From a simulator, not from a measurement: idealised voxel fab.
process module | voxel gate over fins
cross-section cut | 275 nm wide | cells 5 nm
A cross-section is a grid of square cells, given in bands from the top down. A band is one or more rows of cells.
Each band's line starts with the height of the band's top and of its bottom, in nm. Then come its materials from left to right, each with its width in nm. One material with "throughout" fills the band from edge to edge. "air" is empty space.
Height 0 is the level under which the wafer as received is all one material. The lowest band goes on downwards, as in "0 down".
A width such as "30 to 40" changes by the same amount from each row of cells to the next, from the band's top row to its bottom row.
"no change" after a step means that no cell of the cross-section changed.
closed voids: empty space of 8 cells or more with no open way to the top, each as width x height at its distance from the left edge, in nm
after a step's settings: what the simulator itself notes on the step
overlay nm, on a step with a mask: how far to the right of its planned place the mask lay; to the left if negative
plan
1 op RECEIVE | material Si
2 op CONFORMAL_DEP | material SiN | thk nm 10
3 op DIRECTIONAL_DEP | material aC | thk nm 10
4 op PATTERN | tone cover | mask id FINS | material resist | width nm 15 | pitch nm 55 | thk nm 25 | overlay nm 0
5 op DIRECTIONAL_ETCH | etch materials aC | depth nm 10
6 op STRIP | etch materials resist
7 op DIRECTIONAL_ETCH | etch materials SiN | depth nm 10
8 op DIRECTIONAL_ETCH | etch materials Si | depth nm 40
9 op STRIP | etch materials aC
10 op OXIDIZE | depth nm 5
11 op FILL_DEP | material SiO2 | thk nm 5
12 op CMP | height nm 10
13 op PATTERN | tone open | mask id RAIL | material resist | width nm 15 | thk nm 15 | overlay nm 0
14 op DIRECTIONAL_ETCH | etch materials SiO2 | depth nm 45
15 op STRIP | etch materials resist
16 op CONFORMAL_DEP | material TiN | thk nm 5
17 op FILL_DEP | material W | thk nm 10
18 op CMP | height nm 10
19 op SELECTIVE_ETCH | etch materials W Ru TiN | depth nm 30
20 op FILL_DEP | material SiO2 | thk nm 5
21 op CMP | height nm 10
22 op SELECTIVE_ETCH | etch materials SiO2 | depth nm 25
23 op STRIP | etch materials SiN
24 op CONFORMAL_DEP | material HfO2 | thk nm 5
25 op CONFORMAL_DEP | material TiN | thk nm 5
26 op CONFORMAL_DEP | material TiAl | thk nm 5
27 op CONFORMAL_DEP | material TiN | thk nm 5
28 op FILL_DEP | material W | thk nm 10
29 op CMP | height nm 25
30 op CONFORMAL_DEP | material SiN | thk nm 5
as received, after step 1
  0 down: Si throughout
  closed voids: none
a wafer at the end: this start, this plan, one mistake
  30 to 25: SiN throughout
  25 to 20: W throughout
  20 to 15: W 60 | TiN 45 | W 10 | TiN 45 | W 10 | TiN 45 | W 60
  15 to 10: W 60 | TiN 5 | TiAl 35 | TiN 5 | W 10 | TiN 5 | TiAl 35 | TiN 5 | W 10 | TiN 5 | TiAl 35 | TiN 5 | W 60
  10 to 5: W 60 | TiN 5 | TiAl 5 | HfO2 25 | TiAl 5 | TiN 5 | W 10 | TiN 5 | TiAl 5 | HfO2 25 | TiAl 5 | TiN 5 | W 10 | TiN 5 | TiAl 5 | HfO2 25 | TiAl 5 | TiN 5 | W 60
  5 to 0: TiN 65 | TiAl 5 | HfO2 5 | TiN 15 | HfO2 5 | TiAl 5 | TiN 20 | TiAl 5 | HfO2 5 | TiN 15 | HfO2 5 | TiAl 5 | TiN 20 | TiAl 5 | HfO2 5 | TiN 15 | HfO2 5 | TiAl 5 | TiN 65
  0 to -5: TiAl 70 | HfO2 5 | TiN 5 | Si 5 | TiN 5 | HfO2 5 | TiAl 30 | HfO2 5 | TiN 5 | Si 5 | TiN 5 | HfO2 5 | TiAl 30 | HfO2 5 | TiN 5 | Si 5 | TiN 5 | HfO2 5 | TiAl 70
  -5 to -10: HfO2 75 | TiN 5 | Si 5 | TiN 5 | HfO2 40 | TiN 5 | Si 5 | TiN 5 | HfO2 40 | TiN 5 | Si 5 | TiN 5 | HfO2 75
  -10 to -15: TiN 80 | Si 5 | TiN 50 | Si 5 | TiN 50 | Si 5 | TiN 80
  -15 to -20: SiO2 80 | Si 5 | SiO2 50 | Si 5 | SiO2 50 | Si 5 | SiO2 80
  -20 to -30: SiO2 80 | Si 5 | SiO2 15 | TiN 5 | W 5 | TiN 5 | SiO2 20 | Si 5 | SiO2 50 | Si 5 | SiO2 80
  -30 to -35: SiO2 80 | Si 5 | SiO2 15 | TiN 15 | SiO2 20 | Si 5 | SiO2 50 | Si 5 | SiO2 80
  -35 to -45: SiO2 80 | Si 5 | SiO2 50 | Si 5 | SiO2 50 | Si 5 | SiO2 80
  -45 down: Si throughout
  closed voids: none
what went wrong: steps 24 and 25 were swapped
